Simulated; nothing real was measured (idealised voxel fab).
The following is a process module called voxel gate over fins.
For reference, the cross-section in this document is cut, with width 290 nm and square cells of 5 nm.
When this document writes out a cross-section, it uses a grid of square cells and lists it as bands, beginning at the top and moving down, with a band standing for one or more rows of cells.
Look at the band entry: it leads with the top's height and the bottom's height in nm. Then it lists the materials left to right, with a width in nm for each. The word "edge to edge" on a single material says that material fills the band edge to edge. The word "blank" is empty space.
Heights are expressed relative to 0, this being the level below which the as-received wafer comprises one material exclusively. The lowest band is unbounded in the downward direction and is denoted as in "0 nm and below".
The expression "30 to 40" gives the width at the extremes of the band, the first number at its top row of cells and the second at its bottom row, with the width changing by equal amounts from each row to the next in between.
Given "nothing was modified" for a step, no cell of the cross-section differs between before and after that step.
The label "Fully enclosed voids" introduces a list of the empty spaces, 8 cells or larger, that have no open way up to the top; each entry in it reads width x height at distance, where the distance is taken from the left edge and all three are stated in nm.
Whatever follows a step's settings on its line is a remark the simulator itself makes about that step.
If you see "overlay nm" on a step's line and that step has a mask, it's telling you how far right of where it was planned the mask ended up; a negative number means it went left instead.
-- This section lists the process steps that were planned
| 1 | RECEIVE (material Si) |
| 2 | CONFORMAL_DEP (material SiN; thk nm 5) |
| 3 | MASKED_ETCH (tone cover; mask id FINS; width nm 15; pitch nm 40; etch materials SiN; depth nm 5; overlay nm 0) |
| 4 | MASKED_ETCH (tone cover; mask id FINS; width nm 15; pitch nm 40; etch materials Si; depth nm 30; overlay nm 0) |
| 5 | FILL_DEP (material SiO2; thk nm 10) |
| 6 | CMP (height nm 5) |
| 7 | SELECTIVE_ETCH (etch materials SiO2; depth nm 15) |
| 8 | STRIP (etch materials SiN) |
| 9 | CONFORMAL_DEP (material HfO2; thk nm 5) |
| 10 | CONFORMAL_DEP (material TiN; thk nm 5) |
| 11 | CONFORMAL_DEP (material TiAl; thk nm 5) |
| 12 | CONFORMAL_DEP (material TiN; thk nm 5) |
| 13 | FILL_DEP (material W; thk nm 10) |
| 14 | CMP (height nm 25) |
| 15 | CONFORMAL_DEP (material SiCN; thk nm 10) |
-- First of the two wafers, run per plan
-- Received-state cross-section, reflecting completion of step 1
* 0 nm and below  Si edge to edge
* Fully enclosed voids: none
-- Step 2 done - wafer cross-section
* 5 nm to 0 nm  SiN edge to edge
* Below a height of 0, the structure has not been altered.
-- Step 3 done - wafer cross-section
* 5 nm to 0 nm  blank (115)  SiN (15)  blank (25)  SiN (15)  blank (120)
* Below a height of 0, the structure has not been altered.
-- Step 4 done - wafer cross-section
* 5 nm to 0 nm  blank (115)  SiN (15)  blank (25)  SiN (15)  blank (120)
* 0 nm to -30 nm  blank (115)  Si (15)  blank (25)  Si (15)  blank (120)
* Below a height of -30, the structure has not been altered.
-- Step 5 done - wafer cross-section
* 15 nm to 5 nm  SiO2 edge to edge
* 5 nm to 0 nm  SiO2 (115)  SiN (15)  SiO2 (25)  SiN (15)  SiO2 (120)
* 0 nm to -30 nm  SiO2 (115)  Si (15)  SiO2 (25)  Si (15)  SiO2 (120)
* Below a height of -30, the structure has not been altered.
-- Step 6 done - wafer cross-section
* 5 nm to 0 nm  SiO2 (115)  SiN (15)  SiO2 (25)  SiN (15)  SiO2 (120)
* Below a height of 0, the structure has not been altered.
-- Step 7 done - wafer cross-section
* 5 nm to 0 nm  blank (115)  SiN (15)  blank (25)  SiN (15)  blank (120)
* 0 nm to -10 nm  blank (115)  Si (15)  blank (25)  Si (15)  blank (120)
* Below a height of -10, the structure has not been altered.
-- Step 8 done - wafer cross-section
* 0 nm to -10 nm  blank (115)  Si (15)  blank (25)  Si (15)  blank (120)
* Below a height of -10, the structure has not been altered.
-- Step 9 done - wafer cross-section
* 5 nm to 0 nm  blank (110)  HfO2 (25)  blank (15)  HfO2 (25)  blank (115)
* 0 nm to -5 nm  blank (110)  HfO2 (5)  Si (15)  HfO2 (5)  blank (15)  HfO2 (5)  Si (15)  HfO2 (5)  blank (115)
* -5 nm to -10 nm  HfO2 (115)  Si (15)  HfO2 (25)  Si (15)  HfO2 (120)
* Below a height of -10, the structure has not been altered.
-- Step 10 done - wafer cross-section
* 10 nm to 5 nm  blank (105)  TiN (35)  blank (5)  TiN (35)  blank (110)
* 5 nm to 0 nm  blank (105)  TiN (5)  HfO2 (25)  TiN (5)  blank (5)  TiN (5)  HfO2 (25)  TiN (5)  blank (110)
* 0 nm to -5 nm  TiN (110)  HfO2 (5)  Si (15)  HfO2 (5)  TiN (15)  HfO2 (5)  Si (15)  HfO2 (5)  TiN (115)
* Below a height of -5, the structure has not been altered.
-- Step 11 done - wafer cross-section
* 15 nm to 10 nm  blank (100)  TiAl (85)  blank (105)
* 10 nm to 5 nm  blank (100)  TiAl (5)  TiN (35)  TiAl (5)  TiN (35)  TiAl (5)  blank (105)
* 5 nm to 0 nm  TiAl (105)  TiN (5)  HfO2 (25)  TiN (5)  TiAl (5)  TiN (5)  HfO2 (25)  TiN (5)  TiAl (110)
* Below a height of 0, the structure has not been altered.
-- Step 12 done - wafer cross-section
* 20 nm to 15 nm  blank (95)  TiN (95)  blank (100)
* 15 nm to 10 nm  blank (95)  TiN (5)  TiAl (85)  TiN (5)  blank (100)
* 10 nm to 5 nm  TiN (100)  TiAl (5)  TiN (35)  TiAl (5)  TiN (35)  TiAl (5)  TiN (105)
* Below a height of 5, the structure has not been altered.
-- Step 13 done - wafer cross-section
* 30 nm to 20 nm  W edge to edge
* 20 nm to 15 nm  W (95)  TiN (95)  W (100)
* 15 nm to 10 nm  W (95)  TiN (5)  TiAl (85)  TiN (5)  W (100)
* Below a height of 10, the structure has not been altered.
-- Step 14 done - wafer cross-section
* 25 nm to 20 nm  W edge to edge
* Below a height of 20, the structure has not been altered.
-- Step 15 done - wafer cross-section
* 35 nm to 25 nm  SiCN edge to edge
* Below a height of 25, the structure has not been altered.
-- The second wafer was prepared from the same starting point and under the same plan as the first; its processing contained one mistake, and it remains indistinguishable from the first wafer up to and including step 3
-- Cross-section of the second wafer at the time by which step 4 should have been completed according to the plan
* 5 nm to 0 nm  blank (115)  SiN (15)  blank (25)  SiN (15)  blank (120)
* 0 nm to -60 nm  blank (115)  Si (15)  blank (25)  Si (15)  blank (120)
* Below a height of -60, the structure has not been altered.
-- Cross-section of the second wafer at the time by which step 5 should have been completed according to the plan
* 15 nm to 5 nm  SiO2 edge to edge
* 5 nm to 0 nm  SiO2 (115)  SiN (15)  SiO2 (25)  SiN (15)  SiO2 (120)
* 0 nm to -60 nm  SiO2 (115)  Si (15)  SiO2 (25)  Si (15)  SiO2 (120)
* Below a height of -60, the structure has not been altered.
-- Cross-section of the second wafer at the time by which step 6 should have been completed according to the plan
* 5 nm to 0 nm  SiO2 (115)  SiN (15)  SiO2 (25)  SiN (15)  SiO2 (120)
* Below a height of 0, the structure has not been altered.
-- Cross-section of the second wafer at the time by which step 7 should have been completed according to the plan
* 5 nm to 0 nm  blank (115)  SiN (15)  blank (25)  SiN (15)  blank (120)
* 0 nm to -10 nm  blank (115)  Si (15)  blank (25)  Si (15)  blank (120)
* Below a height of -10, the structure has not been altered.
-- Cross-section of the second wafer at the time by which step 8 should have been completed according to the plan
* 0 nm to -10 nm  blank (115)  Si (15)  blank (25)  Si (15)  blank (120)
* Below a height of -10, the structure has not been altered.
-- Cross-section of the second wafer at the time by which step 9 should have been completed according to the plan
* 5 nm to 0 nm  blank (110)  HfO2 (25)  blank (15)  HfO2 (25)  blank (115)
* 0 nm to -5 nm  blank (110)  HfO2 (5)  Si (15)  HfO2 (5)  blank (15)  HfO2 (5)  Si (15)  HfO2 (5)  blank (115)
* -5 nm to -10 nm  HfO2 (115)  Si (15)  HfO2 (25)  Si (15)  HfO2 (120)
* Below a height of -10, the structure has not been altered.
-- Cross-section of the second wafer at the time by which step 10 should have been completed according to the plan
* 10 nm to 5 nm  blank (105)  TiN (35)  blank (5)  TiN (35)  blank (110)
* 5 nm to 0 nm  blank (105)  TiN (5)  HfO2 (25)  TiN (5)  blank (5)  TiN (5)  HfO2 (25)  TiN (5)  blank (110)
* 0 nm to -5 nm  TiN (110)  HfO2 (5)  Si (15)  HfO2 (5)  TiN (15)  HfO2 (5)  Si (15)  HfO2 (5)  TiN (115)
* Below a height of -5, the structure has not been altered.
-- Cross-section of the second wafer at the time by which step 11 should have been completed according to the plan
* 15 nm to 10 nm  blank (100)  TiAl (85)  blank (105)
* 10 nm to 5 nm  blank (100)  TiAl (5)  TiN (35)  TiAl (5)  TiN (35)  TiAl (5)  blank (105)
* 5 nm to 0 nm  TiAl (105)  TiN (5)  HfO2 (25)  TiN (5)  TiAl (5)  TiN (5)  HfO2 (25)  TiN (5)  TiAl (110)
* Below a height of 0, the structure has not been altered.
-- Cross-section of the second wafer at the time by which step 12 should have been completed according to the plan
* 20 nm to 15 nm  blank (95)  TiN (95)  blank (100)
* 15 nm to 10 nm  blank (95)  TiN (5)  TiAl (85)  TiN (5)  blank (100)
* 10 nm to 5 nm  TiN (100)  TiAl (5)  TiN (35)  TiAl (5)  TiN (35)  TiAl (5)  TiN (105)
* Below a height of 5, the structure has not been altered.
-- Cross-section of the second wafer at the time by which step 13 should have been completed according to the plan
* 30 nm to 20 nm  W edge to edge
* 20 nm to 15 nm  W (95)  TiN (95)  W (100)
* 15 nm to 10 nm  W (95)  TiN (5)  TiAl (85)  TiN (5)  W (100)
* Below a height of 10, the structure has not been altered.
-- Cross-section of the second wafer at the time by which step 14 should have been completed according to the plan
* 25 nm to 20 nm  W edge to edge
* Below a height of 20, the structure has not been altered.
-- Cross-section of the second wafer at the time by which step 15 should have been completed according to the plan
* 35 nm to 25 nm  SiCN edge to edge
* Below a height of 25, the structure has not been altered.
what went wrong: the plan's step 4 ran twice
Final comparison by cell count, materials where the second wafer has more or fewer than the first: -312 Si, +312 SiO2
